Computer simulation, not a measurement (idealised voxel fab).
process module | voxel capacitor over wiring
Square cell edge 5 nm, section width 155 nm, ID cut.
Reading order for cross-sections: top band down to bottom band. Underlying form: a grid of square cells. Band size: one or more rows of cells.
Per band: top height and bottom height in nm, followed by the left-to-right materials and their widths in nm; "full width" marks a single material spanning edge to edge, "air" marks empty space.
Convention: height 0 is the level below which the wafer, as received, is all one material. The lowest band does not terminate at the bottom but continues downward, represented as "0 and below".
Note: "30 to 40" means the width goes from the first number (top row of the band) to the second number (bottom row) in equal steps per row of cells.
Where the words "nothing changed" appear for a step, the cross-section shows no cell changed by that step; every cell remained as before.
"Trapped void list" means: voids of 8 cells or more that are shut off from the top with no open way through. Written width x height at distance, distance from the left edge, in nm.
That trailing text on a step's line, after the settings, is the simulator's own remark on the step.
The "overlay nm" setting may appear on a step's line; for a step that uses a mask, it gives how far to the right of its planned position the mask lay, and a negative value indicates the left.

**So here's the lineup of process steps we planned**
| 1 | RECEIVE | material Si |
| 2 | CONFORMAL_DEP | material SiO2 | thk nm 10 |
| 3 | CONFORMAL_DEP | material SiN | thk nm 5 |
| 4 | DIRECTIONAL_DEP | material SiO2 | thk nm 25 |
| 5 | DIRECTIONAL_DEP | material aC | thk nm 15 |
| 6 | PATTERN | tone open | mask id METAL_1 | material resist | width nm 20 | pitch nm 85 | thk nm 30 | overlay nm 0 |
| 7 | DIRECTIONAL_ETCH | etch materials aC | depth nm 15 |
| 8 | STRIP | etch materials resist |
| 9 | DIRECTIONAL_ETCH | etch materials SiO2 | depth nm 25 |
| 10 | DIRECTIONAL_ETCH | etch materials SiN | depth nm 5 |
| 11 | STRIP | etch materials aC |
| 12 | CONFORMAL_DEP | material TiN | thk nm 5 |
| 13 | FILL_DEP | material Cu | thk nm 5 |
| 14 | CMP | height nm 40 |
| 15 | CONFORMAL_DEP | material SiCN | thk nm 5 |
| 16 | DIRECTIONAL_DEP | material SiO2 | thk nm 15 |
| 17 | DIRECTIONAL_DEP | material aC | thk nm 15 |
| 18 | PATTERN | tone open | mask id PLUG_1 | material resist | width nm 15 | thk nm 30 | overlay nm 0 |
| 19 | DIRECTIONAL_ETCH | etch materials aC | depth nm 15 |
| 20 | STRIP | etch materials resist |
| 21 | DIRECTIONAL_ETCH | etch materials SiO2 | depth nm 15 |
| 22 | DIRECTIONAL_ETCH | etch materials SiCN | depth nm 5 |
| 23 | STRIP | etch materials aC |
| 24 | EPI | material Ru | thk nm 10 |
| 25 | EPI | material Ru | thk nm 10 |
| 26 | DIRECTIONAL_DEP | material TiN | thk nm 10 |
| 27 | DIRECTIONAL_DEP | material SiN | thk nm 5 |
| 28 | DIRECTIONAL_DEP | material TiN | thk nm 5 |
| 29 | PATTERN | tone cover | mask id UPPER_PLATE | material resist | width nm 70 | thk nm 15 | overlay nm 0 |
| 30 | DIRECTIONAL_ETCH | etch materials TiN | depth nm 5 |
| 31 | DIRECTIONAL_ETCH | etch materials SiN | depth nm 5 |
| 32 | STRIP | etch materials resist |
| 33 | MASKED_ETCH | tone cover | mask id LOWER_PLATE | width nm 80 | etch materials TiN | depth nm 10 | overlay nm 0 |
| 34 | FILL_DEP | material SiO2 | thk nm 15 |
| 35 | CMP | height nm 90 |
| 36 | MASKED_ETCH | tone open | mask id PLUG_2 | width nm 15 | etch materials SiO2 | depth nm 10 | overlay nm 0 |
| 37 | CONFORMAL_DEP | material TiN | thk nm 5 |
| 38 | FILL_DEP | material Ru | thk nm 10 |
| 39 | CMP | height nm 90 |
| 40 | CONFORMAL_DEP | material SiCN | thk nm 5 |

**Here's what the wafer looked like in cross-section when it arrived - that's after step 1**
- 0 and below  Si full width
- Trapped void list: none

**Final cross-section, module run with one mistake (start and plan as above)**
- 95 down to 90  SiCN full width
- 90 down to 85  SiO2 30, TiN 25, SiO2 100
- 85 down to 80  SiO2 30, SiN 25, SiO2 100
- 80 down to 75  SiO2 25, TiN 75, SiO2 55
- 75 down to 70  SiO2 25, TiN 30, SiN 45, SiO2 55
- 70 down to 60  SiO2 20, Ru 35, TiN 50, SiO2 50
- 60 down to 45  SiO2 30, Ru 15, SiO2 110
- 45 down to 40  SiCN 30, Ru 15, SiCN 110
- 40 down to 15  SiO2 25, TiN 5, Cu 10, TiN 5, SiO2 65, TiN 5, Cu 10, TiN 5, SiO2 25
- 15 down to 10  SiN 25, TiN 20, SiN 65, TiN 20, SiN 25
- 10 down to 0  SiO2 full width
- 0 and below  Si full width
- Trapped void list: none
What broke from the plan during processing? one of the like steps 24 and 25 was run twice, and which one is unknowable
